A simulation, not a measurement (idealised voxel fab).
Process module name: voxel gate over fins
Cross-section cut: width 220 nm, square cells of 5 nm.
Each cross-section below is a grid of square cells, stated as bands in top-down order, with one or more rows of cells making up each band.
First you get the band's top height and its bottom height, in nm, and then the materials it's made of, left to right, with each width in nm. If you see a single material with "everywhere", that one covers the band edge to edge. "air" is empty space.
Basically, 0 is our baseline, since under it the wafer straight out of the box is all one material. The bottom band has no lower end and keeps on going down, so it looks like "0..down".
Width: "30->40" (first number = top row, second number = bottom row, same change from row to row of cells).
Where a step carries "no modifications", the cross-section came out of it unchanged, cell for cell.
Look at "Closed void roster" for the closed voids: empty spaces with no open path to the top, sized 8 cells or up. Each is width x height at distance, distance from the left edge, all nm.
It should be noted that, on the line of a given step, the content following the step's settings is a remark produced by the simulator itself with respect to that step.
On any step carrying a mask, the "overlay nm" setting, if present on the step's line, tells how far right of its planned place the mask lay; negative values point to the left.
Intended process steps
| 1 | RECEIVE | material Si |
| 2 | CONFORMAL_DEP | material SiN | thk nm 10 |
| 3 | PATTERN | tone cover | mask id FINS | material resist | width nm 15 | pitch nm 55 | thk nm 15 | overlay nm 0 |
| 4 | DIRECTIONAL_ETCH | etch materials SiN | depth nm 10 |
| 5 | DIRECTIONAL_ETCH | etch materials Si | depth nm 30 |
| 6 | STRIP | etch materials resist |
| 7 | FILL_DEP | material SiO2 | thk nm 5 |
| 8 | CMP | height nm 10 |
| 9 | PATTERN | tone open | mask id RAIL | material resist | width nm 15 | thk nm 20 | overlay nm 0 |
| 10 | DIRECTIONAL_ETCH | etch materials SiO2 | depth nm 35 |
| 11 | STRIP | etch materials resist |
| 12 | CONFORMAL_DEP | material TiN | thk nm 5 |
| 13 | FILL_DEP | material W | thk nm 5 |
| 14 | CMP | height nm 10 |
| 15 | SELECTIVE_ETCH | etch materials W Ru TiN | depth nm 30 |
| 16 | FILL_DEP | material SiO2 | thk nm 5 |
| 17 | CMP | height nm 10 |
| 18 | SELECTIVE_ETCH | etch materials SiO2 | depth nm 20 |
| 19 | STRIP | etch materials SiN |
| 20 | CONFORMAL_DEP | material HfO2 | thk nm 5 |
| 21 | CONFORMAL_DEP | material TiN | thk nm 5 |
| 22 | FILL_DEP | material W | thk nm 15 |
| 23 | CMP | height nm 20 |
| 24 | CONFORMAL_DEP | material SiCN | thk nm 10 |
As received (post step 1): cross-section
> 0..down = Si everywhere
> Closed void roster: none
Wafer cross-section at module end: first of two, run to plan
> 30..20 = SiCN everywhere
> 20..10 = W everywhere
> 10..5 = 35 nm W / 35 nm TiN / 20 nm W / 35 nm TiN / 20 nm W / 35 nm TiN / 40 nm W
> 5..0 = 35 nm W / 5 nm TiN / 25 nm HfO2 / 5 nm TiN / 20 nm W / 5 nm TiN / 25 nm HfO2 / 5 nm TiN / 20 nm W / 5 nm TiN / 25 nm HfO2 / 5 nm TiN / 40 nm W
> 0..-5 = 40 nm TiN / 5 nm HfO2 / 15 nm Si / 5 nm HfO2 / 30 nm TiN / 5 nm HfO2 / 15 nm Si / 5 nm HfO2 / 30 nm TiN / 5 nm HfO2 / 15 nm Si / 5 nm HfO2 / 45 nm TiN
> -5..-10 = 45 nm HfO2 / 15 nm Si / 40 nm HfO2 / 15 nm Si / 40 nm HfO2 / 15 nm Si / 50 nm HfO2
> -10..-20 = 45 nm SiO2 / 15 nm Si / 40 nm SiO2 / 15 nm Si / 40 nm SiO2 / 15 nm Si / 50 nm SiO2
> -20..-25 = 45 nm SiO2 / 15 nm Si / 10 nm SiO2 / 15 nm TiN / 15 nm SiO2 / 15 nm Si / 40 nm SiO2 / 15 nm Si / 50 nm SiO2
> -25..-30 = 45 nm SiO2 / 15 nm Si / 40 nm SiO2 / 15 nm Si / 40 nm SiO2 / 15 nm Si / 50 nm SiO2
> -30..down = Si everywhere
> Closed void roster: none
Second wafer through the module, sectioned at the end: same beginning and same plan as the first wafer, with one mistake in carrying it out
> 25..15 = SiCN everywhere
> 15..10 = W everywhere
> 10..5 = 35 nm W / 35 nm TiN / 20 nm W / 35 nm TiN / 20 nm W / 35 nm TiN / 40 nm W
> 5..0 = 35 nm W / 5 nm TiN / 25 nm HfO2 / 5 nm TiN / 20 nm W / 5 nm TiN / 25 nm HfO2 / 5 nm TiN / 20 nm W / 5 nm TiN / 25 nm HfO2 / 5 nm TiN / 40 nm W
> 0..-5 = 40 nm TiN / 5 nm HfO2 / 15 nm Si / 5 nm HfO2 / 30 nm TiN / 5 nm HfO2 / 15 nm Si / 5 nm HfO2 / 30 nm TiN / 5 nm HfO2 / 15 nm Si / 5 nm HfO2 / 45 nm TiN
> -5..-10 = 45 nm HfO2 / 15 nm Si / 40 nm HfO2 / 15 nm Si / 40 nm HfO2 / 15 nm Si / 50 nm HfO2
> -10..-20 = 45 nm SiO2 / 15 nm Si / 40 nm SiO2 / 15 nm Si / 40 nm SiO2 / 15 nm Si / 50 nm SiO2
> -20..-25 = 45 nm SiO2 / 15 nm Si / 10 nm SiO2 / 15 nm TiN / 15 nm SiO2 / 15 nm Si / 40 nm SiO2 / 15 nm Si / 50 nm SiO2
> -25..-30 = 45 nm SiO2 / 15 nm Si / 40 nm SiO2 / 15 nm Si / 40 nm SiO2 / 15 nm Si / 50 nm SiO2
> -30..down = Si everywhere
> Closed void roster: none
What was the processing mistake? not per plan at step 23, really ran CMP | height nm 15
Count the cells at the end and the second wafer has more or fewer of some materials than the first: 44 fewer of W
